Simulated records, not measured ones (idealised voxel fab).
Process module in this document: voxel transistor to metal
Cross-sectional view cut (width: 150 nm; square cell size: 5 nm).
Reading order for cross-sections: top band down to bottom band. Underlying form: a grid of square cells. Band size: one or more rows of cells.
In this notation a band is specified by the heights of its top and bottom, in that order and in nm, after which its materials appear from left to right, each paired with its width in nm. The word "full width" attached to a single material means that material fills the band from edge to edge; the word "blank" stands for empty space.
The reference from which all heights are counted is 0, the level beneath which the as-received wafer is entirely one material; the lowest band, having no lower bound, proceeds downward and is written after the example "top 0, no bottom".
Note: "30 to 40" means the width goes from the first number (top row of the band) to the second number (bottom row) in equal steps per row of cells.
The cross-section has no changed cell in any step marked "no change occurred".
Enclosed voids (no open way to top), threshold 8 cells or more, entry "Sealed-off cavities", notation width x height at distance, distance from left edge, nm.
What comes after the settings on a step's line is commentary from the simulator itself on that step.
Steps that use a mask can have "overlay nm" on their line. It says how far the mask sat to the right of where it was meant to be. Negative means to the left.
Read each pair as before and after one process step. The after cross-section shows only down to the lowest band that changed. The step between them and its settings are given below the pair. Pairs can come from different runs of this module on the same starting wafer. A pair continues from the pair above only where its "State on entry" entry says so.

STATE ON ENTRY
* top 50, bottom 40: 15 of lowk  5 of SiCN  20 of W  5 of SiCN  55 of lowk  5 of SiCN  20 of W  5 of SiCN  20 of lowk
* top 40, bottom 35: 20 of SiCN  20 of TiN  65 of SiCN  20 of TiN  25 of SiCN
* top 35, bottom 30: 25 of TiN  10 of W  75 of TiN  10 of W  30 of TiN
* top 30, bottom 20: 20 of SiO2  5 of TiN  10 of W  5 of TiN  65 of SiO2  5 of TiN  10 of W  5 of TiN  25 of SiO2
* top 20, bottom 0: 20 of SiO2  5 of TiN  10 of W  5 of TiN  15 of SiO2  5 of SiN  5 of HfO2  5 of TiN  5 of W  5 of TiN  5 of HfO2  5 of SiN  15 of SiO2  5 of TiN  10 of W  5 of TiN  25 of SiO2
* top 0, bottom -5: 10 of SiO2  5 of SiN  5 of SiO2  20 of TiN  15 of SiO2  5 of SiN  5 of HfO2  15 of TiN  5 of HfO2  5 of SiN  15 of SiO2  20 of TiN  5 of SiO2  5 of SiN  15 of SiO2
* top -5, bottom -10: 15 of SiO2  40 of nSi  35 of HfO2  40 of nSi  20 of SiO2
* top -10, bottom -35: 20 of SiO2  105 of Si  25 of SiO2
* top -35, no bottom: Si full width
* Sealed-off cavities: none

POST-STEP SNAPSHOT
* top 55, bottom 50: SiCN full width
* Everything under 50 stays put, no change at all.
* Sealed-off cavities: none
The two cross-sections above bracket this step: CONFORMAL_DEP: material SiCN, thk nm 5

State on entry: we pick up right where the pair above leaves off, with its after cross-section.

POST-STEP SNAPSHOT
* top 90, bottom 55: lowk full width
* Everything under 55 stays put, no change at all.
* Sealed-off cavities: none
The two cross-sections above bracket this step: DIRECTIONAL_DEP: material lowk, thk nm 35

State on entry: we pick up right where the pair above leaves off, with its after cross-section.

POST-STEP SNAPSHOT
* top 110, bottom 90: 20 of resist  20 of blank  65 of resist  20 of blank  25 of resist
* Everything under 90 stays put, no change at all.
* Sealed-off cavities: none
The two cross-sections above bracket this step: PATTERN: tone open, mask id METAL_2, material resist, width nm 20, pitch nm 85, thk nm 20, overlay nm 0

State on entry: we pick up right where the pair above leaves off, with its after cross-section.

POST-STEP SNAPSHOT
* top 110, bottom 90: 20 of resist  20 of blank  65 of resist  20 of blank  25 of resist
* top 90, bottom 70: 20 of lowk  20 of blank  65 of lowk  20 of blank  25 of lowk
* Everything under 70 stays put, no change at all.
* Sealed-off cavities: none
The two cross-sections above bracket this step: DIRECTIONAL_ETCH: etch materials lowk, depth nm 20

State on entry: we pick up right where the pair above leaves off, with its after cross-section.

POST-STEP SNAPSHOT
* top 90, bottom 70: 20 of lowk  20 of blank  65 of lowk  20 of blank  25 of lowk
* Everything under 70 stays put, no change at all.
* Sealed-off cavities: none
The two cross-sections above bracket this step: STRIP: etch materials resist

State on entry: we pick up right where the pair above leaves off, with its after cross-section.

POST-STEP SNAPSHOT
* top 105, bottom 90: 20 of aC  20 of blank  65 of aC  20 of blank  25 of aC
* top 90, bottom 85: 20 of lowk  20 of blank  65 of lowk  20 of blank  25 of lowk
* top 85, bottom 70: 20 of lowk  20 of aC  65 of lowk  20 of aC  25 of lowk
* Everything under 70 stays put, no change at all.
* Sealed-off cavities: none
The two cross-sections above bracket this step: DIRECTIONAL_DEP: material aC, thk nm 15

State on entry: we pick up right where the pair above leaves off, with its after cross-section.

POST-STEP SNAPSHOT
* top 140, bottom 105: 20 of resist  15 of blank  70 of resist  15 of blank  30 of resist
* top 105, bottom 90: 20 of aC  15 of blank  5 of resist  65 of aC  15 of blank  5 of resist  25 of aC
* top 90, bottom 85: 20 of lowk  15 of blank  5 of resist  65 of lowk  15 of blank  5 of resist  25 of lowk
* Everything under 85 stays put, no change at all.
* Sealed-off cavities: none
The two cross-sections above bracket this step: PATTERN: tone open, mask id METAL_2_HOLES, material resist, width nm 15, pitch nm 85, thk nm 35, overlay nm 0

State on entry: we pick up right where the pair above leaves off, with its after cross-section.

POST-STEP SNAPSHOT
* top 125, bottom 105: 20 of resist  15 of blank  70 of resist  15 of blank  30 of resist
* top 105, bottom 90: 20 of aC  15 of blank  5 of resist  65 of aC  15 of blank  5 of resist  25 of aC
* top 90, bottom 85: 20 of lowk  15 of blank  5 of resist  65 of lowk  15 of blank  5 of resist  25 of lowk
* top 85, bottom 70: 20 of lowk  15 of blank  5 of aC  65 of lowk  15 of blank  5 of aC  25 of lowk
* Everything under 70 stays put, no change at all.
* Sealed-off cavities: none
The two cross-sections above bracket this step: DIRECTIONAL_ETCH: etch materials aC, depth nm 15

State on entry: we pick up right where the pair above leaves off, with its after cross-section.

POST-STEP SNAPSHOT
* top 105, bottom 90: 20 of aC  20 of blank  65 of aC  20 of blank  25 of aC
* top 90, bottom 85: 20 of lowk  20 of blank  65 of lowk  20 of blank  25 of lowk
* Everything under 85 stays put, no change at all.
* Sealed-off cavities: none
The two cross-sections above bracket this step: STRIP: etch materials resist

State on entry: we pick up right where the pair above leaves off, with its after cross-section.

POST-STEP SNAPSHOT
* top 105, bottom 90: 20 of aC  20 of blank  65 of aC  20 of blank  25 of aC
* top 90, bottom 85: 20 of lowk  20 of blank  65 of lowk  20 of blank  25 of lowk
* top 85, bottom 70: 20 of lowk  15 of blank  5 of aC  65 of lowk  15 of blank  5 of aC  25 of lowk
* top 70, bottom 55: 20 of lowk  15 of blank  70 of lowk  15 of blank  30 of lowk
* Everything under 55 stays put, no change at all.
* Sealed-off cavities: none
The two cross-sections above bracket this step: DIRECTIONAL_ETCH: etch materials lowk, depth nm 15

State on entry: we pick up right where the pair above leaves off, with its after cross-section.

POST-STEP SNAPSHOT
* top 105, bottom 90: 20 of aC  20 of blank  65 of aC  20 of blank  25 of aC
* top 90, bottom 85: 20 of lowk  20 of blank  65 of lowk  20 of blank  25 of lowk
* top 85, bottom 70: 20 of lowk  15 of blank  5 of aC  65 of lowk  15 of blank  5 of aC  25 of lowk
* top 70, bottom 55: 20 of lowk  15 of blank  70 of lowk  15 of blank  30 of lowk
* top 55, bottom 50: 20 of SiCN  15 of blank  70 of SiCN  15 of blank  30 of SiCN
* Everything under 50 stays put, no change at all.
* Sealed-off cavities: none
The two cross-sections above bracket this step: DIRECTIONAL_ETCH: etch materials SiCN, depth nm 5

State on entry: we pick up right where the pair above leaves off, with its after cross-section.

POST-STEP SNAPSHOT
* top 90, bottom 70: 20 of lowk  20 of blank  65 of lowk  20 of blank  25 of lowk
* Everything under 70 stays put, no change at all.
* Sealed-off cavities: none
The two cross-sections above bracket this step: STRIP: etch materials aC

State on entry: we pick up right where the pair above leaves off, with its after cross-section.

POST-STEP SNAPSHOT
* top 95, bottom 90: 25 of TiN  10 of blank  75 of TiN  10 of blank  30 of TiN
* top 90, bottom 75: 20 of lowk  5 of TiN  10 of blank  5 of TiN  65 of lowk  5 of TiN  10 of blank  5 of TiN  25 of lowk
* top 75, bottom 70: 20 of lowk  5 of TiN  5 of blank  10 of TiN  65 of lowk  5 of TiN  5 of blank  10 of TiN  25 of lowk
* top 70, bottom 55: 20 of lowk  5 of TiN  5 of blank  5 of TiN  70 of lowk  5 of TiN  5 of blank  5 of TiN  30 of lowk
* top 55, bottom 50: 20 of SiCN  15 of TiN  70 of SiCN  15 of TiN  30 of SiCN
* Everything under 50 stays put, no change at all.
* Sealed-off cavities: none
The two cross-sections above bracket this step: CONFORMAL_DEP: material TiN, thk nm 5

State on entry: we pick up right where the pair above leaves off, with its after cross-section.

POST-STEP SNAPSHOT
* top 105, bottom 95: Cu full width
* top 95, bottom 90: 25 of TiN  10 of Cu  75 of TiN  10 of Cu  30 of TiN
* top 90, bottom 75: 20 of lowk  5 of TiN  10 of Cu  5 of TiN  65 of lowk  5 of TiN  10 of Cu  5 of TiN  25 of lowk
* top 75, bottom 70: 20 of lowk  5 of TiN  5 of Cu  10 of TiN  65 of lowk  5 of TiN  5 of Cu  10 of TiN  25 of lowk
* top 70, bottom 55: 20 of lowk  5 of TiN  5 of Cu  5 of TiN  70 of lowk  5 of TiN  5 of Cu  5 of TiN  30 of lowk
* Everything under 55 stays put, no change at all.
* Sealed-off cavities: none
The two cross-sections above bracket this step: FILL_DEP: material Cu, thk nm 10

State on entry: we pick up right where the pair above leaves off, with its after cross-section.

POST-STEP SNAPSHOT
* top 90, bottom 75: 20 of lowk  5 of TiN  10 of Cu  5 of TiN  65 of lowk  5 of TiN  10 of Cu  5 of TiN  25 of lowk
* Everything under 75 stays put, no change at all.
* Sealed-off cavities: none
The two cross-sections above bracket this step: CMP: height nm 90

State on entry: we pick up right where the pair above leaves off, with its after cross-section.

POST-STEP SNAPSHOT
* top 95, bottom 90: SiCN full width
* Everything under 90 stays put, no change at all.
* Sealed-off cavities: none
The two cross-sections above bracket this step: CONFORMAL_DEP: material SiCN, thk nm 5

STATE ON ENTRY
* top 60, bottom 55: 10 of aC  125 of blank  15 of aC
* top 55, bottom 45: aC full width
* top 45, bottom 40: 10 of SiCN  125 of aC  15 of SiCN
* top 40, bottom 30: SiCN full width
* top 30, bottom 25: 10 of polySi  125 of SiCN  15 of polySi
* top 25, bottom 0: polySi full width
* top 0, bottom -5: 10 of SiO2  125 of polySi  15 of SiO2
* top -5, bottom -10: SiO2 full width
* top -10, bottom -35: 20 of SiO2  105 of Si  25 of SiO2
* top -35, no bottom: Si full width
* Sealed-off cavities: none

POST-STEP SNAPSHOT
* top 95, bottom 60: 60 of blank  30 of resist  60 of blank
* top 60, bottom 55: 10 of aC  50 of blank  30 of resist  45 of blank  15 of aC
* Everything under 55 stays put, no change at all.
* Sealed-off cavities: none
The two cross-sections above bracket this step: PATTERN: tone cover, mask id GATE, material resist, width nm 30, thk nm 35, overlay nm 0

State on entry: we pick up right where the pair above leaves off, with its after cross-section.

POST-STEP SNAPSHOT
* top 80, bottom 55: 60 of blank  30 of resist  60 of blank
* top 55, bottom 45: 60 of blank  30 of aC  60 of blank
* top 45, bottom 40: 10 of SiCN  50 of blank  30 of aC  45 of blank  15 of SiCN
* Everything under 40 stays put, no change at all.
* Sealed-off cavities: none
The two cross-sections above bracket this step: DIRECTIONAL_ETCH: etch materials aC, depth nm 15

State on entry: we pick up right where the pair above leaves off, with its after cross-section.

POST-STEP SNAPSHOT
* top 55, bottom 45: 60 of blank  30 of aC  60 of blank
* Everything under 45 stays put, no change at all.
* Sealed-off cavities: none
The two cross-sections above bracket this step: STRIP: etch materials resist

State on entry: we pick up right where the pair above leaves off, with its after cross-section.

POST-STEP SNAPSHOT
* top 55, bottom 40: 60 of blank  30 of aC  60 of blank
* top 40, bottom 30: 60 of blank  30 of SiCN  60 of blank
* top 30, bottom 25: 10 of polySi  50 of blank  30 of SiCN  45 of blank  15 of polySi
* Everything under 25 stays put, no change at all.
* Sealed-off cavities: none
The two cross-sections above bracket this step: DIRECTIONAL_ETCH: etch materials SiCN, depth nm 25

State on entry: we pick up right where the pair above leaves off, with its after cross-section.

POST-STEP SNAPSHOT
* top 55, bottom 40: 60 of blank  30 of aC  60 of blank
* top 40, bottom 25: 60 of blank  30 of SiCN  60 of blank
* top 25, bottom 0: 60 of blank  30 of polySi  60 of blank
* top 0, bottom -5: 10 of SiO2  50 of blank  30 of polySi  45 of blank  15 of SiO2
* Everything under -5 stays put, no change at all.
* Sealed-off cavities: none
The two cross-sections above bracket this step: DIRECTIONAL_ETCH: etch materials polySi, depth nm 40

State on entry: we pick up right where the pair above leaves off, with its after cross-section.

POST-STEP SNAPSHOT
* top 40, bottom 25: 60 of blank  30 of SiCN  60 of blank
* Everything under 25 stays put, no change at all.
* Sealed-off cavities: none
The two cross-sections above bracket this step: STRIP: etch materials aC

State on entry: we pick up right where the pair above leaves off, with its after cross-section.

POST-STEP SNAPSHOT
* top 45, bottom 40: 55 of blank  40 of SiN  55 of blank
* top 40, bottom 25: 55 of blank  5 of SiN  30 of SiCN  5 of SiN  55 of blank
* top 25, bottom 5: 55 of blank  5 of SiN  30 of polySi  5 of SiN  55 of blank
* top 5, bottom 0: 15 of SiN  40 of blank  5 of SiN  30 of polySi  5 of SiN  35 of blank  20 of SiN
* top 0, bottom -5: 10 of SiO2  50 of SiN  30 of polySi  45 of SiN  15 of SiO2
* Everything under -5 stays put, no change at all.
* Sealed-off cavities: none
The two cross-sections above bracket this step: CONFORMAL_DEP: material SiN, thk nm 5

State on entry: we pick up right where the pair above leaves off, with its after cross-section.

POST-STEP SNAPSHOT
* top 40, bottom 25: 55 of blank  5 of SiN  30 of SiCN  5 of SiN  55 of blank
* top 25, bottom 0: 55 of blank  5 of SiN  30 of polySi  5 of SiN  55 of blank
* top 0, bottom -5: 10 of SiO2  5 of SiN  40 of blank  5 of SiN  30 of polySi  5 of SiN  35 of blank  5 of SiN  15 of SiO2
* Everything under -5 stays put, no change at all.
* Sealed-off cavities: none
The two cross-sections above bracket this step: DIRECTIONAL_ETCH: etch materials SiN, depth nm 5

State on entry: we pick up right where the pair above leaves off, with its after cross-section.

POST-STEP SNAPSHOT
* top 40, bottom 25: 55 of blank  5 of SiN  30 of SiCN  5 of SiN  55 of blank
* top 25, bottom 0: 55 of blank  5 of SiN  30 of polySi  5 of SiN  55 of blank
* top 0, bottom -5: 10 of blank  5 of SiN  40 of blank  5 of SiN  30 of polySi  5 of SiN  35 of blank  5 of SiN  15 of blank
* top -5, bottom -10: 15 of SiO2  40 of blank  40 of SiO2  35 of blank  20 of SiO2
* Everything under -10 stays put, no change at all.
* Sealed-off cavities: none
The two cross-sections above bracket this step: DIRECTIONAL_ETCH: etch materials SiO2, depth nm 5

State on entry: we pick up right where the pair above leaves off, with its after cross-section.

POST-STEP SNAPSHOT
* top 40, bottom 25: 55 of blank  5 of SiN  30 of SiCN  5 of SiN  55 of blank
* top 25, bottom 0: 55 of blank  5 of SiN  30 of polySi  5 of SiN  55 of blank
* top 0, bottom -5: 10 of blank  5 of SiN  40 of blank  5 of SiN  30 of polySi  5 of SiN  35 of blank  5 of SiN  15 of blank
* top -5, bottom -10: 15 of SiO2  40 of nSi  40 of SiO2  35 of nSi  20 of SiO2
* Everything under -10 stays put, no change at all.
* Sealed-off cavities: none
The two cross-sections above bracket this step: EPI: material nSi, thk nm 5

State on entry: we pick up right where the pair above leaves off, with its after cross-section.

POST-STEP SNAPSHOT
* top 50, bottom 40: SiO2 full width
* top 40, bottom 25: 55 of SiO2  5 of SiN  30 of SiCN  5 of SiN  55 of SiO2
* top 25, bottom 0: 55 of SiO2  5 of SiN  30 of polySi  5 of SiN  55 of SiO2
* top 0, bottom -5: 10 of SiO2  5 of SiN  40 of SiO2  5 of SiN  30 of polySi  5 of SiN  35 of SiO2  5 of SiN  15 of SiO2
* Everything under -5 stays put, no change at all.
* Sealed-off cavities: none
The two cross-sections above bracket this step: FILL_DEP: material SiO2, thk nm 10

State on entry: we pick up right where the pair above leaves off, with its after cross-section.

POST-STEP SNAPSHOT
* top 25, bottom 0: 55 of SiO2  5 of SiN  30 of polySi  5 of SiN  55 of SiO2
* Everything under 0 stays put, no change at all.
* Sealed-off cavities: none
The two cross-sections above bracket this step: CMP: height nm 25

State on entry: we pick up right where the pair above leaves off, with its after cross-section.

POST-STEP SNAPSHOT
* top 25, bottom 0: 55 of SiO2  5 of SiN  30 of blank  5 of SiN  55 of SiO2
* top 0, bottom -5: 10 of SiO2  5 of SiN  40 of SiO2  5 of SiN  30 of blank  5 of SiN  35 of SiO2  5 of SiN  15 of SiO2
* Everything under -5 stays put, no change at all.
* Sealed-off cavities: none
The two cross-sections above bracket this step: STRIP: etch materials polySi

State on entry: we pick up right where the pair above leaves off, with its after cross-section.

POST-STEP SNAPSHOT
* top 25, bottom 20: 55 of blank  5 of SiN  30 of blank  5 of SiN  55 of blank
* top 20, bottom 0: 55 of SiO2  5 of SiN  30 of blank  5 of SiN  55 of SiO2
* top 0, bottom -5: 10 of SiO2  5 of SiN  40 of SiO2  5 of SiN  30 of blank  5 of SiN  35 of SiO2  5 of SiN  15 of SiO2
* top -5, bottom -10: 15 of SiO2  40 of nSi  40 of blank  35 of nSi  20 of SiO2
* Everything under -10 stays put, no change at all.
* Sealed-off cavities: none
The two cross-sections above bracket this step: SELECTIVE_ETCH: etch materials SiO2, depth nm 5

State on entry: we pick up right where the pair above leaves off, with its after cross-section.

POST-STEP SNAPSHOT
* top 30, bottom 25: 50 of blank  15 of HfO2  20 of blank  15 of HfO2  50 of blank
* top 25, bottom 20: 55 of HfO2  5 of SiN  5 of HfO2  20 of blank  5 of HfO2  5 of SiN  55 of HfO2
* top 20, bottom 0: 55 of SiO2  5 of SiN  5 of HfO2  20 of blank  5 of HfO2  5 of SiN  55 of SiO2
* top 0, bottom -5: 10 of SiO2  5 of SiN  40 of SiO2  5 of SiN  5 of HfO2  20 of blank  5 of HfO2  5 of SiN  35 of SiO2  5 of SiN  15 of SiO2
* top -5, bottom -10: 15 of SiO2  40 of nSi  40 of HfO2  35 of nSi  20 of SiO2
* Everything under -10 stays put, no change at all.
* Sealed-off cavities: none
The two cross-sections above bracket this step: CONFORMAL_DEP: material HfO2, thk nm 5

State on entry: we pick up right where the pair above leaves off, with its after cross-section.

POST-STEP SNAPSHOT
* top 35, bottom 30: 45 of blank  25 of TiN  10 of blank  25 of TiN  45 of blank
* top 30, bottom 25: 50 of TiN  15 of HfO2  5 of TiN  10 of blank  5 of TiN  15 of HfO2  50 of TiN
* top 25, bottom 20: 55 of HfO2  5 of SiN  5 of HfO2  5 of TiN  10 of blank  5 of TiN  5 of HfO2  5 of SiN  55 of HfO2
* top 20, bottom 0: 55 of SiO2  5 of SiN  5 of HfO2  5 of TiN  10 of blank  5 of TiN  5 of HfO2  5 of SiN  55 of SiO2
* top 0, bottom -5: 10 of SiO2  5 of SiN  40 of SiO2  5 of SiN  5 of HfO2  20 of TiN  5 of HfO2  5 of SiN  35 of SiO2  5 of SiN  15 of SiO2
* Everything under -5 stays put, no change at all.
* Sealed-off cavities: none
The two cross-sections above bracket this step: CONFORMAL_DEP: material TiN, thk nm 5

State on entry: we pick up right where the pair above leaves off, with its after cross-section.

POST-STEP SNAPSHOT
* top 40, bottom 35: W full width
* top 35, bottom 30: 45 of W  25 of TiN  10 of W  25 of TiN  45 of W
* top 30, bottom 25: 50 of TiN  15 of HfO2  5 of TiN  10 of W  5 of TiN  15 of HfO2  50 of TiN
* top 25, bottom 20: 55 of HfO2  5 of SiN  5 of HfO2  5 of TiN  10 of W  5 of TiN  5 of HfO2  5 of SiN  55 of HfO2
* top 20, bottom 0: 55 of SiO2  5 of SiN  5 of HfO2  5 of TiN  10 of W  5 of TiN  5 of HfO2  5 of SiN  55 of SiO2
* Everything under 0 stays put, no change at all.
* Sealed-off cavities: none
The two cross-sections above bracket this step: FILL_DEP: material W, thk nm 5

State on entry: we pick up right where the pair above leaves off, with its after cross-section.

POST-STEP SNAPSHOT
* top 20, bottom 0: 55 of SiO2  5 of SiN  5 of HfO2  5 of TiN  10 of W  5 of TiN  5 of HfO2  5 of SiN  55 of SiO2
* Everything under 0 stays put, no change at all.
* Sealed-off cavities: none
The two cross-sections above bracket this step: CMP: height nm 20

State on entry: we pick up right where the pair above leaves off, with its after cross-section.

POST-STEP SNAPSHOT
* top 30, bottom 20: SiO2 full width
* Everything under 20 stays put, no change at all.
* Sealed-off cavities: none
The two cross-sections above bracket this step: DIRECTIONAL_DEP: material SiO2, thk nm 10

State on entry: we pick up right where the pair above leaves off, with its after cross-section.

POST-STEP SNAPSHOT
* top 40, bottom 30: aC full width
* Everything under 30 stays put, no change at all.
* Sealed-off cavities: none
The two cross-sections above bracket this step: DIRECTIONAL_DEP: material aC, thk nm 10

State on entry: we pick up right where the pair above leaves off, with its after cross-section.

POST-STEP SNAPSHOT
* top 65, bottom 40: 20 of resist  20 of blank  65 of resist  20 of blank  25 of resist
* Everything under 40 stays put, no change at all.
* Sealed-off cavities: none
The two cross-sections above bracket this step: PATTERN: tone open, mask id CONTACT, material resist, width nm 20, pitch nm 85, thk nm 25, overlay nm 0

State on entry: we pick up right where the pair above leaves off, with its after cross-section.

POST-STEP SNAPSHOT
* top 55, bottom 40: 20 of resist  20 of blank  65 of resist  20 of blank  25 of resist
* top 40, bottom 30: 20 of aC  20 of blank  65 of aC  20 of blank  25 of aC
* Everything under 30 stays put, no change at all.
* Sealed-off cavities: none
The two cross-sections above bracket this step: DIRECTIONAL_ETCH: etch materials aC, depth nm 10

State on entry: we pick up right where the pair above leaves off, with its after cross-section.

POST-STEP SNAPSHOT
* top 40, bottom 30: 20 of aC  20 of blank  65 of aC  20 of blank  25 of aC
* Everything under 30 stays put, no change at all.
* Sealed-off cavities: none
The two cross-sections above bracket this step: STRIP: etch materials resist

State on entry: we pick up right where the pair above leaves off, with its after cross-section.

POST-STEP SNAPSHOT
* top 40, bottom 30: 20 of aC  20 of blank  65 of aC  20 of blank  25 of aC
* top 30, bottom 20: 20 of SiO2  20 of blank  65 of SiO2  20 of blank  25 of SiO2
* top 20, bottom 0: 20 of SiO2  20 of blank  15 of SiO2  5 of SiN  5 of HfO2  5 of TiN  10 of W  5 of TiN  5 of HfO2  5 of SiN  10 of SiO2  20 of blank  25 of SiO2
* top 0, bottom -5: 10 of SiO2  5 of SiN  5 of SiO2  20 of blank  15 of SiO2  5 of SiN  5 of HfO2  20 of TiN  5 of HfO2  5 of SiN  10 of SiO2  20 of blank  5 of SiO2  5 of SiN  15 of SiO2
* Everything under -5 stays put, no change at all.
* Sealed-off cavities: none
The two cross-sections above bracket this step: DIRECTIONAL_ETCH: etch materials SiO2, depth nm 35

State on entry: we pick up right where the pair above leaves off, with its after cross-section.

POST-STEP SNAPSHOT
* top 30, bottom 20: 20 of SiO2  20 of blank  65 of SiO2  20 of blank  25 of SiO2
* Everything under 20 stays put, no change at all.
* Sealed-off cavities: none
The two cross-sections above bracket this step: STRIP: etch materials aC

State on entry: we pick up right where the pair above leaves off, with its after cross-section.

POST-STEP SNAPSHOT
* top 35, bottom 30: 25 of TiN  10 of blank  75 of TiN  10 of blank  30 of TiN
* top 30, bottom 20: 20 of SiO2  5 of TiN  10 of blank  5 of TiN  65 of SiO2  5 of TiN  10 of blank  5 of TiN  25 of SiO2
* top 20, bottom 0: 20 of SiO2  5 of TiN  10 of blank  5 of TiN  15 of SiO2  5 of SiN  5 of HfO2  5 of TiN  10 of W  5 of TiN  5 of HfO2  5 of SiN  10 of SiO2  5 of TiN  10 of blank  5 of TiN  25 of SiO2
* top 0, bottom -5: 10 of SiO2  5 of SiN  5 of SiO2  20 of TiN  15 of SiO2  5 of SiN  5 of HfO2  20 of TiN  5 of HfO2  5 of SiN  10 of SiO2  20 of TiN  5 of SiO2  5 of SiN  15 of SiO2
* Everything under -5 stays put, no change at all.
* Sealed-off cavities: none
The two cross-sections above bracket this step: CONFORMAL_DEP: material TiN, thk nm 5

State on entry: we pick up right where the pair above leaves off, with its after cross-section.

POST-STEP SNAPSHOT
* top 45, bottom 35: W full width
* top 35, bottom 30: 25 of TiN  10 of W  75 of TiN  10 of W  30 of TiN
* top 30, bottom 20: 20 of SiO2  5 of TiN  10 of W  5 of TiN  65 of SiO2  5 of TiN  10 of W  5 of TiN  25 of SiO2
* top 20, bottom 0: 20 of SiO2  5 of TiN  10 of W  5 of TiN  15 of SiO2  5 of SiN  5 of HfO2  5 of TiN  10 of W  5 of TiN  5 of HfO2  5 of SiN  10 of SiO2  5 of TiN  10 of W  5 of TiN  25 of SiO2
* Everything under 0 stays put, no change at all.
* Sealed-off cavities: none
The two cross-sections above bracket this step: FILL_DEP: material W, thk nm 10

State on entry: we pick up right where the pair above leaves off, with its after cross-section.

POST-STEP SNAPSHOT
* top 30, bottom 20: 20 of SiO2  5 of TiN  10 of W  5 of TiN  65 of SiO2  5 of TiN  10 of W  5 of TiN  25 of SiO2
* Everything under 20 stays put, no change at all.
* Sealed-off cavities: none
The two cross-sections above bracket this step: CMP: height nm 30

State on entry: we pick up right where the pair above leaves off, with its after cross-section.

POST-STEP SNAPSHOT
* top 35, bottom 30: TiN full width
* Everything under 30 stays put, no change at all.
* Sealed-off cavities: none
The two cross-sections above bracket this step: DIRECTIONAL_DEP: material TiN, thk nm 5

State on entry: we pick up right where the pair above leaves off, with its after cross-section.

POST-STEP SNAPSHOT
* top 50, bottom 35: W full width
* Everything under 35 stays put, no change at all.
* Sealed-off cavities: none
The two cross-sections above bracket this step: DIRECTIONAL_DEP: material W, thk nm 15

State on entry: we pick up right where the pair above leaves off, with its after cross-section.

POST-STEP SNAPSHOT
* top 65, bottom 50: aC full width
* Everything under 50 stays put, no change at all.
* Sealed-off cavities: none
The two cross-sections above bracket this step: DIRECTIONAL_DEP: material aC, thk nm 15

State on entry: we pick up right where the pair above leaves off, with its after cross-section.

POST-STEP SNAPSHOT
* top 95, bottom 65: 20 of blank  20 of resist  65 of blank  20 of resist  25 of blank
* Everything under 65 stays put, no change at all.
* Sealed-off cavities: none
The two cross-sections above bracket this step: PATTERN: tone cover, mask id METAL_1, material resist, width nm 20, pitch nm 85, thk nm 30, overlay nm 0

State on entry: we pick up right where the pair above leaves off, with its after cross-section.

POST-STEP SNAPSHOT
* top 80, bottom 65: 20 of blank  20 of resist  65 of blank  20 of resist  25 of blank
* top 65, bottom 50: 20 of blank  20 of aC  65 of blank  20 of aC  25 of blank
* Everything under 50 stays put, no change at all.
* Sealed-off cavities: none
The two cross-sections above bracket this step: DIRECTIONAL_ETCH: etch materials aC, depth nm 15

State on entry: we pick up right where the pair above leaves off, with its after cross-section.

POST-STEP SNAPSHOT
* top 65, bottom 50: 20 of blank  20 of aC  65 of blank  20 of aC  25 of blank
* Everything under 50 stays put, no change at all.
* Sealed-off cavities: none
The two cross-sections above bracket this step: STRIP: etch materials resist

State on entry: we pick up right where the pair above leaves off, with its after cross-section.

POST-STEP SNAPSHOT
* top 65, bottom 50: 20 of blank  20 of aC  65 of blank  20 of aC  25 of blank
* top 50, bottom 35: 20 of blank  20 of W  65 of blank  20 of W  25 of blank
* Everything under 35 stays put, no change at all.
* Sealed-off cavities: none
The two cross-sections above bracket this step: DIRECTIONAL_ETCH: etch materials W, depth nm 15

State on entry: we pick up right where the pair above leaves off, with its after cross-section.

POST-STEP SNAPSHOT
* top 65, bottom 50: 20 of blank  20 of aC  65 of blank  20 of aC  25 of blank
* top 50, bottom 35: 20 of blank  20 of W  65 of blank  20 of W  25 of blank
* top 35, bottom 30: 20 of blank  20 of TiN  65 of blank  20 of TiN  25 of blank
* Everything under 30 stays put, no change at all.
* Sealed-off cavities: none
The two cross-sections above bracket this step: DIRECTIONAL_ETCH: etch materials TiN, depth nm 5

State on entry: we pick up right where the pair above leaves off, with its after cross-section.

POST-STEP SNAPSHOT
* top 50, bottom 35: 20 of blank  20 of W  65 of blank  20 of W  25 of blank
* Everything under 35 stays put, no change at all.
* Sealed-off cavities: none
The two cross-sections above bracket this step: STRIP: etch materials aC

State on entry: we pick up right where the pair above leaves off, with its after cross-section.

POST-STEP SNAPSHOT
* top 55, bottom 50: 15 of blank  30 of SiCN  55 of blank  30 of SiCN  20 of blank
* top 50, bottom 35: 15 of blank  5 of SiCN  20 of W  5 of SiCN  55 of blank  5 of SiCN  20 of W  5 of SiCN  20 of blank
* top 35, bottom 30: 20 of SiCN  20 of TiN  65 of SiCN  20 of TiN  25 of SiCN
* Everything under 30 stays put, no change at all.
* Sealed-off cavities: none
The two cross-sections above bracket this step: CONFORMAL_DEP: material SiCN, thk nm 5

State on entry: we pick up right where the pair above leaves off, with its after cross-section.

POST-STEP SNAPSHOT
* top 65, bottom 55: lowk full width
* top 55, bottom 50: 15 of lowk  30 of SiCN  55 of lowk  30 of SiCN  20 of lowk
* top 50, bottom 35: 15 of lowk  5 of SiCN  20 of W  5 of SiCN  55 of lowk  5 of SiCN  20 of W  5 of SiCN  20 of lowk
* Everything under 35 stays put, no change at all.
* Sealed-off cavities: none
The two cross-sections above bracket this step: FILL_DEP: material lowk, thk nm 10

State on entry: we pick up right where the pair above leaves off, with its after cross-section.

POST-STEP SNAPSHOT
* top 50, bottom 35: 15 of lowk  5 of SiCN  20 of W  5 of SiCN  55 of lowk  5 of SiCN  20 of W  5 of SiCN  20 of lowk
* Everything under 35 stays put, no change at all.
* Sealed-off cavities: none
The two cross-sections above bracket this step: CMP: height nm 50

State on entry: we pick up right where the pair above leaves off, with its after cross-section.

POST-STEP SNAPSHOT
* top 55, bottom 50: SiCN full width
* Everything under 50 stays put, no change at all.
* Sealed-off cavities: none
The two cross-sections above bracket this step: CONFORMAL_DEP: material SiCN, thk nm 5

State on entry: we pick up right where the pair above leaves off, with its after cross-section.

POST-STEP SNAPSHOT
* top 90, bottom 55: lowk full width
* Everything under 55 stays put, no change at all.
* Sealed-off cavities: none
The two cross-sections above bracket this step: DIRECTIONAL_DEP: material lowk, thk nm 35

State on entry: we pick up right where the pair above leaves off, with its after cross-section.

POST-STEP SNAPSHOT
* top 110, bottom 90: 20 of resist  20 of blank  65 of resist  20 of blank  25 of resist
* Everything under 90 stays put, no change at all.
* Sealed-off cavities: none
The two cross-sections above bracket this step: PATTERN: tone open, mask id METAL_2, material resist, width nm 20, pitch nm 85, thk nm 20, overlay nm 0
